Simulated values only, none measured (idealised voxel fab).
process module | voxel transistor to metal
cross-section cut | 215 nm wide | cells 5 nm
A cross-section is a grid of square cells, given in bands from the top down. A band is one or more rows of cells.
Each band's line starts with the height of the band's top and of its bottom, in nm. Then come its materials from left to right, each with its width in nm. One material with "throughout" fills the band from edge to edge. "air" is empty space.
Height 0 is the level under which the wafer as received is all one material. The lowest band goes on downwards, as in "0 down".
A width such as "30 to 40" changes by the same amount from each row of cells to the next, from the band's top row to its bottom row.
"no change" after a step means that no cell of the cross-section changed.
closed voids: empty space of 8 cells or more with no open way to the top, each as width x height at its distance from the left edge, in nm
after a step's settings: what the simulator itself notes on the step
overlay nm, on a step with a mask: how far to the right of its planned place the mask lay; to the left if negative
plan
1 op RECEIVE | material Si
2 op OXIDIZE | depth nm 5
3 op CONFORMAL_DEP | material SiN | thk nm 10
4 op DIRECTIONAL_DEP | material aC | thk nm 15
5 op PATTERN | tone cover | mask id ACTIVE | material resist | width nm 115 | thk nm 30 | overlay nm 0
6 op DIRECTIONAL_ETCH | etch materials aC | depth nm 15
7 op STRIP | etch materials resist
8 op DIRECTIONAL_ETCH | etch materials SiN | depth nm 10
9 op DIRECTIONAL_ETCH | etch materials SiO2 | depth nm 5
10 op DIRECTIONAL_ETCH | etch materials Si | depth nm 25
11 op STRIP | etch materials aC
12 op FILL_DEP | material SiO2 | thk nm 10
13 op CMP | height nm 10
14 op SELECTIVE_ETCH | etch materials SiO2 | depth nm 10
15 op STRIP | etch materials SiN
16 op SELECTIVE_ETCH | etch materials SiO2 | depth nm 5
17 op OXIDIZE | depth nm 5
18 op DIRECTIONAL_DEP | material polySi | thk nm 25
19 op DIRECTIONAL_DEP | material SiCN | thk nm 15
20 op PATTERN | tone cover | mask id GATE | material resist | width nm 35 | thk nm 15 | overlay nm 0
21 op DIRECTIONAL_ETCH | etch materials SiCN | depth nm 25
22 op DIRECTIONAL_ETCH | etch materials polySi | depth nm 35
23 op STRIP | etch materials resist
24 op CONFORMAL_DEP | material SiO2 | thk nm 5
25 op DIRECTIONAL_ETCH | etch materials SiO2 | depth nm 5
26 op CONFORMAL_DEP | material SiN | thk nm 5
27 op DIRECTIONAL_ETCH | etch materials SiN | depth nm 5
28 op DIRECTIONAL_ETCH | etch materials SiO2 | depth nm 5
29 op EPI | material pSi | thk nm 5
30 op FILL_DEP | material SiO2 | thk nm 10
31 op CMP | height nm 20
32 op STRIP | etch materials polySi
33 op SELECTIVE_ETCH | etch materials SiO2 | depth nm 5
34 op CONFORMAL_DEP | material HfO2 | thk nm 5
35 op CONFORMAL_DEP | material TiN | thk nm 5
36 op FILL_DEP | material W | thk nm 10
37 op CMP | height nm 15
38 op DIRECTIONAL_DEP | material SiO2 | thk nm 15
39 op MASKED_ETCH | tone open | mask id CONTACT | width nm 15 | pitch nm 80 | etch materials SiO2 | depth nm 35 | overlay nm 0
40 op CONFORMAL_DEP | material TiN | thk nm 5
41 op FILL_DEP | material W | thk nm 5
42 op CMP | height nm 30
43 op CONFORMAL_DEP | material SiCN | thk nm 5
44 op DIRECTIONAL_DEP | material SiO2 | thk nm 20
45 op PATTERN | tone open | mask id METAL_1 | material resist | width nm 15 | pitch nm 80 | thk nm 15 | overlay nm 0
46 op DIRECTIONAL_ETCH | etch materials SiO2 | depth nm 20
47 op DIRECTIONAL_ETCH | etch materials SiCN | depth nm 5
48 op STRIP | etch materials resist
49 op CONFORMAL_DEP | material TiN | thk nm 5
50 op FILL_DEP | material Cu | thk nm 10
51 op CMP | height nm 55
52 op EPI | material Ru | thk nm 5
53 op FILL_DEP | material SiCN | thk nm 5
first wafer, as planned
as received, after step 1
  0 down: Si throughout
  closed voids: none
after step 2
  0 to -5: SiO2 throughout
  below -5: unchanged
after step 3
  10 to 0: SiN throughout
  below 0: unchanged
after step 4
  25 to 10: aC throughout
  below 10: unchanged
after step 5
  55 to 25: air 50 | resist 115 | air 50
  below 25: unchanged
after step 6
  40 to 25: air 50 | resist 115 | air 50
  25 to 10: air 50 | aC 115 | air 50
  below 10: unchanged
after step 7
  25 to 10: air 50 | aC 115 | air 50
  below 10: unchanged
after step 8
  25 to 10: air 50 | aC 115 | air 50
  10 to 0: air 50 | SiN 115 | air 50
  below 0: unchanged
after step 9
  25 to 10: air 50 | aC 115 | air 50
  10 to 0: air 50 | SiN 115 | air 50
  0 to -5: air 50 | SiO2 115 | air 50
  below -5: unchanged
after step 10
  25 to 10: air 50 | aC 115 | air 50
  10 to 0: air 50 | SiN 115 | air 50
  0 to -5: air 50 | SiO2 115 | air 50
  -5 to -30: air 50 | Si 115 | air 50
  below -30: unchanged
after step 11
  10 to 0: air 50 | SiN 115 | air 50
  below 0: unchanged
after step 12
  20 to 10: SiO2 throughout
  10 to 0: SiO2 50 | SiN 115 | SiO2 50
  0 to -5: SiO2 throughout
  -5 to -30: SiO2 50 | Si 115 | SiO2 50
  below -30: unchanged
after step 13
  10 to 0: SiO2 50 | SiN 115 | SiO2 50
  below 0: unchanged
after step 14
  10 to 0: air 50 | SiN 115 | air 50
  below 0: unchanged
after step 15
  0 to -5: SiO2 throughout
  below -5: unchanged
after step 16
  -5 to -30: SiO2 50 | Si 115 | SiO2 50
  below -30: unchanged
after step 17
  -5 to -10: SiO2 throughout
  below -10: unchanged
after step 18
  20 to -5: polySi throughout
  below -5: unchanged
after step 19
  35 to 20: SiCN throughout
  below 20: unchanged
after step 20
  50 to 35: air 90 | resist 35 | air 90
  below 35: unchanged
after step 21
  50 to 35: air 90 | resist 35 | air 90
  35 to 20: air 90 | SiCN 35 | air 90
  below 20: unchanged
after step 22
  50 to 35: air 90 | resist 35 | air 90
  35 to 20: air 90 | SiCN 35 | air 90
  20 to -5: air 90 | polySi 35 | air 90
  below -5: unchanged
after step 23
  35 to 20: air 90 | SiCN 35 | air 90
  below 20: unchanged
after step 24
  40 to 35: air 85 | SiO2 45 | air 85
  35 to 20: air 85 | SiO2 5 | SiCN 35 | SiO2 5 | air 85
  20 to 0: air 85 | SiO2 5 | polySi 35 | SiO2 5 | air 85
  0 to -5: SiO2 90 | polySi 35 | SiO2 90
  below -5: unchanged
after step 25
  35 to 20: air 85 | SiO2 5 | SiCN 35 | SiO2 5 | air 85
  20 to -5: air 85 | SiO2 5 | polySi 35 | SiO2 5 | air 85
  below -5: unchanged
after step 26
  40 to 35: air 80 | SiN 55 | air 80
  35 to 20: air 80 | SiN 5 | SiO2 5 | SiCN 35 | SiO2 5 | SiN 5 | air 80
  20 to 0: air 80 | SiN 5 | SiO2 5 | polySi 35 | SiO2 5 | SiN 5 | air 80
  0 to -5: SiN 85 | SiO2 5 | polySi 35 | SiO2 5 | SiN 85
  below -5: unchanged
after step 27
  35 to 20: air 80 | SiN 5 | SiO2 5 | SiCN 35 | SiO2 5 | SiN 5 | air 80
  20 to -5: air 80 | SiN 5 | SiO2 5 | polySi 35 | SiO2 5 | SiN 5 | air 80
  below -5: unchanged
after step 28
  35 to 30: air 80 | SiN 5 | air 5 | SiCN 35 | air 5 | SiN 5 | air 80
  30 to 20: air 80 | SiN 5 | SiO2 5 | SiCN 35 | SiO2 5 | SiN 5 | air 80
  20 to -5: air 80 | SiN 5 | SiO2 5 | polySi 35 | SiO2 5 | SiN 5 | air 80
  -5 to -10: air 80 | SiO2 55 | air 80
  below -10: unchanged
after step 29
  35 to 30: air 80 | SiN 5 | air 5 | SiCN 35 | air 5 | SiN 5 | air 80
  30 to 20: air 80 | SiN 5 | SiO2 5 | SiCN 35 | SiO2 5 | SiN 5 | air 80
  20 to -5: air 80 | SiN 5 | SiO2 5 | polySi 35 | SiO2 5 | SiN 5 | air 80
  -5 to -10: air 45 | pSi 35 | SiO2 55 | pSi 35 | air 45
  below -10: unchanged
after step 30
  45 to 35: SiO2 throughout
  35 to 20: SiO2 80 | SiN 5 | SiO2 5 | SiCN 35 | SiO2 5 | SiN 5 | SiO2 80
  20 to -5: SiO2 80 | SiN 5 | SiO2 5 | polySi 35 | SiO2 5 | SiN 5 | SiO2 80
  -5 to -10: SiO2 45 | pSi 35 | SiO2 55 | pSi 35 | SiO2 45
  below -10: unchanged
after step 31
  20 to -5: SiO2 80 | SiN 5 | SiO2 5 | polySi 35 | SiO2 5 | SiN 5 | SiO2 80
  below -5: unchanged
after step 32
  20 to -5: SiO2 80 | SiN 5 | SiO2 5 | air 35 | SiO2 5 | SiN 5 | SiO2 80
  below -5: unchanged
after step 33
  20 to 15: air 80 | SiN 5 | air 45 | SiN 5 | air 80
  15 to -5: SiO2 80 | SiN 5 | air 45 | SiN 5 | SiO2 80
  -5 to -10: SiO2 45 | pSi 35 | SiO2 5 | air 45 | SiO2 5 | pSi 35 | SiO2 45
  below -10: unchanged
after step 34
  25 to 20: air 75 | HfO2 15 | air 35 | HfO2 15 | air 75
  20 to 15: HfO2 80 | SiN 5 | HfO2 5 | air 35 | HfO2 5 | SiN 5 | HfO2 80
  15 to -5: SiO2 80 | SiN 5 | HfO2 5 | air 35 | HfO2 5 | SiN 5 | SiO2 80
  -5 to -10: SiO2 45 | pSi 35 | SiO2 5 | HfO2 45 | SiO2 5 | pSi 35 | SiO2 45
  below -10: unchanged
after step 35
  30 to 25: air 70 | TiN 25 | air 25 | TiN 25 | air 70
  25 to 20: TiN 75 | HfO2 15 | TiN 5 | air 25 | TiN 5 | HfO2 15 | TiN 75
  20 to 15: HfO2 80 | SiN 5 | HfO2 5 | TiN 5 | air 25 | TiN 5 | HfO2 5 | SiN 5 | HfO2 80
  15 to 0: SiO2 80 | SiN 5 | HfO2 5 | TiN 5 | air 25 | TiN 5 | HfO2 5 | SiN 5 | SiO2 80
  0 to -5: SiO2 80 | SiN 5 | HfO2 5 | TiN 35 | HfO2 5 | SiN 5 | SiO2 80
  below -5: unchanged
after step 36
  40 to 30: W throughout
  30 to 25: W 70 | TiN 25 | W 25 | TiN 25 | W 70
  25 to 20: TiN 75 | HfO2 15 | TiN 5 | W 25 | TiN 5 | HfO2 15 | TiN 75
  20 to 15: HfO2 80 | SiN 5 | HfO2 5 | TiN 5 | W 25 | TiN 5 | HfO2 5 | SiN 5 | HfO2 80
  15 to 0: SiO2 80 | SiN 5 | HfO2 5 | TiN 5 | W 25 | TiN 5 | HfO2 5 | SiN 5 | SiO2 80
  below 0: unchanged
after step 37
  15 to 0: SiO2 80 | SiN 5 | HfO2 5 | TiN 5 | W 25 | TiN 5 | HfO2 5 | SiN 5 | SiO2 80
  below 0: unchanged
after step 38
  30 to 15: SiO2 throughout
  below 15: unchanged
after step 39
  30 to 15: SiO2 60 | air 15 | SiO2 65 | air 15 | SiO2 60
  15 to 0: SiO2 60 | air 15 | SiO2 5 | SiN 5 | HfO2 5 | TiN 5 | W 25 | TiN 5 | HfO2 5 | SiN 5 | SiO2 5 | air 15 | SiO2 60
  0 to -5: SiO2 60 | air 15 | SiO2 5 | SiN 5 | HfO2 5 | TiN 35 | HfO2 5 | SiN 5 | SiO2 5 | air 15 | SiO2 60
  below -5: unchanged
after step 40
  35 to 30: TiN 65 | air 5 | TiN 75 | air 5 | TiN 65
  30 to 15: SiO2 60 | TiN 5 | air 5 | TiN 5 | SiO2 65 | TiN 5 | air 5 | TiN 5 | SiO2 60
  15 to 0: SiO2 60 | TiN 5 | air 5 | TiN 5 | SiO2 5 | SiN 5 | HfO2 5 | TiN 5 | W 25 | TiN 5 | HfO2 5 | SiN 5 | SiO2 5 | TiN 5 | air 5 | TiN 5 | SiO2 60
  0 to -5: SiO2 60 | TiN 15 | SiO2 5 | SiN 5 | HfO2 5 | TiN 35 | HfO2 5 | SiN 5 | SiO2 5 | TiN 15 | SiO2 60
  below -5: unchanged
after step 41
  40 to 35: W throughout
  35 to 30: TiN 65 | W 5 | TiN 75 | W 5 | TiN 65
  30 to 15: SiO2 60 | TiN 5 | W 5 | TiN 5 | SiO2 65 | TiN 5 | W 5 | TiN 5 | SiO2 60
  15 to 0: SiO2 60 | TiN 5 | W 5 | TiN 5 | SiO2 5 | SiN 5 | HfO2 5 | TiN 5 | W 25 | TiN 5 | HfO2 5 | SiN 5 | SiO2 5 | TiN 5 | W 5 | TiN 5 | SiO2 60
  below 0: unchanged
after step 42
  30 to 15: SiO2 60 | TiN 5 | W 5 | TiN 5 | SiO2 65 | TiN 5 | W 5 | TiN 5 | SiO2 60
  below 15: unchanged
after step 43
  35 to 30: SiCN throughout
  below 30: unchanged
after step 44
  55 to 35: SiO2 throughout
  below 35: unchanged
after step 45
  70 to 55: resist 60 | air 15 | resist 65 | air 15 | resist 60
  below 55: unchanged
after step 46
  70 to 55: resist 60 | air 15 | resist 65 | air 15 | resist 60
  55 to 35: SiO2 60 | air 15 | SiO2 65 | air 15 | SiO2 60
  below 35: unchanged
after step 47
  70 to 55: resist 60 | air 15 | resist 65 | air 15 | resist 60
  55 to 35: SiO2 60 | air 15 | SiO2 65 | air 15 | SiO2 60
  35 to 30: SiCN 60 | air 15 | SiCN 65 | air 15 | SiCN 60
  below 30: unchanged
after step 48
  55 to 35: SiO2 60 | air 15 | SiO2 65 | air 15 | SiO2 60
  below 35: unchanged
after step 49
  60 to 55: TiN 65 | air 5 | TiN 75 | air 5 | TiN 65
  55 to 35: SiO2 60 | TiN 5 | air 5 | TiN 5 | SiO2 65 | TiN 5 | air 5 | TiN 5 | SiO2 60
  35 to 30: SiCN 60 | TiN 15 | SiCN 65 | TiN 15 | SiCN 60
  below 30: unchanged
after step 50
  70 to 60: Cu throughout
  60 to 55: TiN 65 | Cu 5 | TiN 75 | Cu 5 | TiN 65
  55 to 35: SiO2 60 | TiN 5 | Cu 5 | TiN 5 | SiO2 65 | TiN 5 | Cu 5 | TiN 5 | SiO2 60
  below 35: unchanged
after step 51
  55 to 35: SiO2 60 | TiN 5 | Cu 5 | TiN 5 | SiO2 65 | TiN 5 | Cu 5 | TiN 5 | SiO2 60
  below 35: unchanged
after step 52
  60 to 55: air 55 | Ru 25 | air 55 | Ru 25 | air 55
  below 55: unchanged
after step 53
  65 to 60: SiCN throughout
  60 to 55: SiCN 55 | Ru 25 | SiCN 55 | Ru 25 | SiCN 55
  below 55: unchanged
second wafer: like start, like plan, one mistake. Through step 9 it matches the first wafer
when step 10 should have ended
  25 to 10: air 50 | aC 115 | air 50
  10 to 0: air 50 | SiN 115 | air 50
  0 to -5: air 50 | SiO2 115 | air 50
  -5 to -55: air 50 | Si 115 | air 50
  below -55: unchanged
when step 11 should have ended
  10 to 0: air 50 | SiN 115 | air 50
  below 0: unchanged
when step 12 should have ended
  20 to 10: SiO2 throughout
  10 to 0: SiO2 50 | SiN 115 | SiO2 50
  0 to -5: SiO2 throughout
  -5 to -55: SiO2 50 | Si 115 | SiO2 50
  below -55: unchanged
when step 13 should have ended
  10 to 0: SiO2 50 | SiN 115 | SiO2 50
  below 0: unchanged
when step 14 should have ended
  10 to 0: air 50 | SiN 115 | air 50
  below 0: unchanged
when step 15 should have ended
  0 to -5: SiO2 throughout
  below -5: unchanged
when step 16 should have ended
  -5 to -55: SiO2 50 | Si 115 | SiO2 50
  below -55: unchanged
when step 17 should have ended
  -5 to -10: SiO2 throughout
  below -10: unchanged
when step 18 should have ended
  20 to -5: polySi throughout
  below -5: unchanged
when step 19 should have ended
  35 to 20: SiCN throughout
  below 20: unchanged
when step 20 should have ended
  50 to 35: air 90 | resist 35 | air 90
  below 35: unchanged
when step 21 should have ended
  50 to 35: air 90 | resist 35 | air 90
  35 to 20: air 90 | SiCN 35 | air 90
  below 20: unchanged
when step 22 should have ended
  50 to 35: air 90 | resist 35 | air 90
  35 to 20: air 90 | SiCN 35 | air 90
  20 to -5: air 90 | polySi 35 | air 90
  below -5: unchanged
when step 23 should have ended
  35 to 20: air 90 | SiCN 35 | air 90
  below 20: unchanged
when step 24 should have ended
  40 to 35: air 85 | SiO2 45 | air 85
  35 to 20: air 85 | SiO2 5 | SiCN 35 | SiO2 5 | air 85
  20 to 0: air 85 | SiO2 5 | polySi 35 | SiO2 5 | air 85
  0 to -5: SiO2 90 | polySi 35 | SiO2 90
  below -5: unchanged
when step 25 should have ended
  35 to 20: air 85 | SiO2 5 | SiCN 35 | SiO2 5 | air 85
  20 to -5: air 85 | SiO2 5 | polySi 35 | SiO2 5 | air 85
  below -5: unchanged
when step 26 should have ended
  40 to 35: air 80 | SiN 55 | air 80
  35 to 20: air 80 | SiN 5 | SiO2 5 | SiCN 35 | SiO2 5 | SiN 5 | air 80
  20 to 0: air 80 | SiN 5 | SiO2 5 | polySi 35 | SiO2 5 | SiN 5 | air 80
  0 to -5: SiN 85 | SiO2 5 | polySi 35 | SiO2 5 | SiN 85
  below -5: unchanged
when step 27 should have ended
  35 to 20: air 80 | SiN 5 | SiO2 5 | SiCN 35 | SiO2 5 | SiN 5 | air 80
  20 to -5: air 80 | SiN 5 | SiO2 5 | polySi 35 | SiO2 5 | SiN 5 | air 80
  below -5: unchanged
when step 28 should have ended
  35 to 30: air 80 | SiN 5 | air 5 | SiCN 35 | air 5 | SiN 5 | air 80
  30 to 20: air 80 | SiN 5 | SiO2 5 | SiCN 35 | SiO2 5 | SiN 5 | air 80
  20 to -5: air 80 | SiN 5 | SiO2 5 | polySi 35 | SiO2 5 | SiN 5 | air 80
  -5 to -10: air 80 | SiO2 55 | air 80
  below -10: unchanged
when step 29 should have ended
  35 to 30: air 80 | SiN 5 | air 5 | SiCN 35 | air 5 | SiN 5 | air 80
  30 to 20: air 80 | SiN 5 | SiO2 5 | SiCN 35 | SiO2 5 | SiN 5 | air 80
  20 to -5: air 80 | SiN 5 | SiO2 5 | polySi 35 | SiO2 5 | SiN 5 | air 80
  -5 to -10: air 45 | pSi 35 | SiO2 55 | pSi 35 | air 45
  below -10: unchanged
when step 30 should have ended
  45 to 35: SiO2 throughout
  35 to 20: SiO2 80 | SiN 5 | SiO2 5 | SiCN 35 | SiO2 5 | SiN 5 | SiO2 80
  20 to -5: SiO2 80 | SiN 5 | SiO2 5 | polySi 35 | SiO2 5 | SiN 5 | SiO2 80
  -5 to -10: SiO2 45 | pSi 35 | SiO2 55 | pSi 35 | SiO2 45
  below -10: unchanged
when step 31 should have ended
  20 to -5: SiO2 80 | SiN 5 | SiO2 5 | polySi 35 | SiO2 5 | SiN 5 | SiO2 80
  below -5: unchanged
when step 32 should have ended
  20 to -5: SiO2 80 | SiN 5 | SiO2 5 | air 35 | SiO2 5 | SiN 5 | SiO2 80
  below -5: unchanged
when step 33 should have ended
  20 to 15: air 80 | SiN 5 | air 45 | SiN 5 | air 80
  15 to -5: SiO2 80 | SiN 5 | air 45 | SiN 5 | SiO2 80
  -5 to -10: SiO2 45 | pSi 35 | SiO2 5 | air 45 | SiO2 5 | pSi 35 | SiO2 45
  below -10: unchanged
when step 34 should have ended
  25 to 20: air 75 | HfO2 15 | air 35 | HfO2 15 | air 75
  20 to 15: HfO2 80 | SiN 5 | HfO2 5 | air 35 | HfO2 5 | SiN 5 | HfO2 80
  15 to -5: SiO2 80 | SiN 5 | HfO2 5 | air 35 | HfO2 5 | SiN 5 | SiO2 80
  -5 to -10: SiO2 45 | pSi 35 | SiO2 5 | HfO2 45 | SiO2 5 | pSi 35 | SiO2 45
  below -10: unchanged
when step 35 should have ended
  30 to 25: air 70 | TiN 25 | air 25 | TiN 25 | air 70
  25 to 20: TiN 75 | HfO2 15 | TiN 5 | air 25 | TiN 5 | HfO2 15 | TiN 75
  20 to 15: HfO2 80 | SiN 5 | HfO2 5 | TiN 5 | air 25 | TiN 5 | HfO2 5 | SiN 5 | HfO2 80
  15 to 0: SiO2 80 | SiN 5 | HfO2 5 | TiN 5 | air 25 | TiN 5 | HfO2 5 | SiN 5 | SiO2 80
  0 to -5: SiO2 80 | SiN 5 | HfO2 5 | TiN 35 | HfO2 5 | SiN 5 | SiO2 80
  below -5: unchanged
when step 36 should have ended
  40 to 30: W throughout
  30 to 25: W 70 | TiN 25 | W 25 | TiN 25 | W 70
  25 to 20: TiN 75 | HfO2 15 | TiN 5 | W 25 | TiN 5 | HfO2 15 | TiN 75
  20 to 15: HfO2 80 | SiN 5 | HfO2 5 | TiN 5 | W 25 | TiN 5 | HfO2 5 | SiN 5 | HfO2 80
  15 to 0: SiO2 80 | SiN 5 | HfO2 5 | TiN 5 | W 25 | TiN 5 | HfO2 5 | SiN 5 | SiO2 80
  below 0: unchanged
when step 37 should have ended
  15 to 0: SiO2 80 | SiN 5 | HfO2 5 | TiN 5 | W 25 | TiN 5 | HfO2 5 | SiN 5 | SiO2 80
  below 0: unchanged
when step 38 should have ended
  30 to 15: SiO2 throughout
  below 15: unchanged
when step 39 should have ended
  30 to 15: SiO2 60 | air 15 | SiO2 65 | air 15 | SiO2 60
  15 to 0: SiO2 60 | air 15 | SiO2 5 | SiN 5 | HfO2 5 | TiN 5 | W 25 | TiN 5 | HfO2 5 | SiN 5 | SiO2 5 | air 15 | SiO2 60
  0 to -5: SiO2 60 | air 15 | SiO2 5 | SiN 5 | HfO2 5 | TiN 35 | HfO2 5 | SiN 5 | SiO2 5 | air 15 | SiO2 60
  below -5: unchanged
when step 40 should have ended
  35 to 30: TiN 65 | air 5 | TiN 75 | air 5 | TiN 65
  30 to 15: SiO2 60 | TiN 5 | air 5 | TiN 5 | SiO2 65 | TiN 5 | air 5 | TiN 5 | SiO2 60
  15 to 0: SiO2 60 | TiN 5 | air 5 | TiN 5 | SiO2 5 | SiN 5 | HfO2 5 | TiN 5 | W 25 | TiN 5 | HfO2 5 | SiN 5 | SiO2 5 | TiN 5 | air 5 | TiN 5 | SiO2 60
  0 to -5: SiO2 60 | TiN 15 | SiO2 5 | SiN 5 | HfO2 5 | TiN 35 | HfO2 5 | SiN 5 | SiO2 5 | TiN 15 | SiO2 60
  below -5: unchanged
when step 41 should have ended
  40 to 35: W throughout
  35 to 30: TiN 65 | W 5 | TiN 75 | W 5 | TiN 65
  30 to 15: SiO2 60 | TiN 5 | W 5 | TiN 5 | SiO2 65 | TiN 5 | W 5 | TiN 5 | SiO2 60
  15 to 0: SiO2 60 | TiN 5 | W 5 | TiN 5 | SiO2 5 | SiN 5 | HfO2 5 | TiN 5 | W 25 | TiN 5 | HfO2 5 | SiN 5 | SiO2 5 | TiN 5 | W 5 | TiN 5 | SiO2 60
  below 0: unchanged
when step 42 should have ended
  30 to 15: SiO2 60 | TiN 5 | W 5 | TiN 5 | SiO2 65 | TiN 5 | W 5 | TiN 5 | SiO2 60
  below 15: unchanged
when step 43 should have ended
  35 to 30: SiCN throughout
  below 30: unchanged
when step 44 should have ended
  55 to 35: SiO2 throughout
  below 35: unchanged
when step 45 should have ended
  70 to 55: resist 60 | air 15 | resist 65 | air 15 | resist 60
  below 55: unchanged
when step 46 should have ended
  70 to 55: resist 60 | air 15 | resist 65 | air 15 | resist 60
  55 to 35: SiO2 60 | air 15 | SiO2 65 | air 15 | SiO2 60
  below 35: unchanged
when step 47 should have ended
  70 to 55: resist 60 | air 15 | resist 65 | air 15 | resist 60
  55 to 35: SiO2 60 | air 15 | SiO2 65 | air 15 | SiO2 60
  35 to 30: SiCN 60 | air 15 | SiCN 65 | air 15 | SiCN 60
  below 30: unchanged
when step 48 should have ended
  55 to 35: SiO2 60 | air 15 | SiO2 65 | air 15 | SiO2 60
  below 35: unchanged
when step 49 should have ended
  60 to 55: TiN 65 | air 5 | TiN 75 | air 5 | TiN 65
  55 to 35: SiO2 60 | TiN 5 | air 5 | TiN 5 | SiO2 65 | TiN 5 | air 5 | TiN 5 | SiO2 60
  35 to 30: SiCN 60 | TiN 15 | SiCN 65 | TiN 15 | SiCN 60
  below 30: unchanged
when step 50 should have ended
  70 to 60: Cu throughout
  60 to 55: TiN 65 | Cu 5 | TiN 75 | Cu 5 | TiN 65
  55 to 35: SiO2 60 | TiN 5 | Cu 5 | TiN 5 | SiO2 65 | TiN 5 | Cu 5 | TiN 5 | SiO2 60
  below 35: unchanged
when step 51 should have ended
  55 to 35: SiO2 60 | TiN 5 | Cu 5 | TiN 5 | SiO2 65 | TiN 5 | Cu 5 | TiN 5 | SiO2 60
  below 35: unchanged
when step 52 should have ended
  60 to 55: air 55 | Ru 25 | air 55 | Ru 25 | air 55
  below 55: unchanged
when step 53 should have ended
  65 to 60: SiCN throughout
  60 to 55: SiCN 55 | Ru 25 | SiCN 55 | Ru 25 | SiCN 55
  below 55: unchanged
what went wrong: step 10 was run twice
at the end the second wafer has, in cells: 100 fewer of Si | 100 more of SiO2
